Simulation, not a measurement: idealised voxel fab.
The following process module bears the name voxel local oxidation.
FYI the section here is cut, 190 nm wide, cells are 5 nm squares.
Square cells in a grid make up a cross-section in this document, and the grid is given as bands, listed from the top down, each one or more rows of cells. Heads up on the band format: heights come first, top then bottom, in nm. After that it's the materials left to right, each with its width in nm. A single material flagged "throughout" fills the whole band edge to edge, and "air" means there's empty space there. Height reference: 0 = level under which incoming wafer is all one material. Lowest band: no bottom, runs on downward, e.g. "0 down". Top row gets the first number, bottom row gets the second, and each row in between changes by the same step: that is how a band width like "30->40" works. Given "stayed the same" for a step, no cell of the cross-section differs between before and after that step. Listed in "Enclosed void entries": every empty space of 8 or more cells without an open way to the top. Form: width x height at distance, the distance being from the left edge, all in nm. after a step's settings: what the simulator itself notes on the step. The optional step-line setting "overlay nm" applies to steps with a mask and quantifies how far to the right of its planned location the mask lay, a negative value indicating leftward placement.

Intended process steps:
1. RECEIVE with material Si
2. OXIDIZE with depth nm 5
3. CONFORMAL_DEP with material SiN, thk nm 15
4. MASKED_ETCH with tone cover, mask id ACTIVE, width nm 90, etch materials SiN, depth nm 15, overlay nm 0
5. SELECTIVE_ETCH with etch materials SiO2, depth nm 5
6. OXIDIZE with depth nm 10
7. STRIP with etch materials SiN

Wafer cross-section on receipt, i.e. after step 1:
	0 down  Si throughout
	Enclosed void entries: none

First of two wafers: cross-section at end of module, run per plan:
	0 to -5  air=55 | SiO2=80 | air=55
	-5 to -15  SiO2=65 | Si=60 | SiO2=65
	-15 down  Si throughout
	Enclosed void entries: none

This is the second of the two wafers, cross-sectioned at the end of the module; it started exactly like the first and was given the same plan, but it was run with one mistake:
	0 to -5  air=50 | SiO2=90 | air=50
	-5 to -15  SiO2=60 | Si=70 | SiO2=60
	-15 down  Si throughout
	Enclosed void entries: none
Processing error: step 4 deviated from plan and actually ran as MASKED_ETCH with tone cover, mask id ACTIVE, width nm 100, etch materials SiN, depth nm 15, overlay nm 0
Final wafer comparison in cells, second versus first, more or fewer per material: Si +4; SiO2 -2
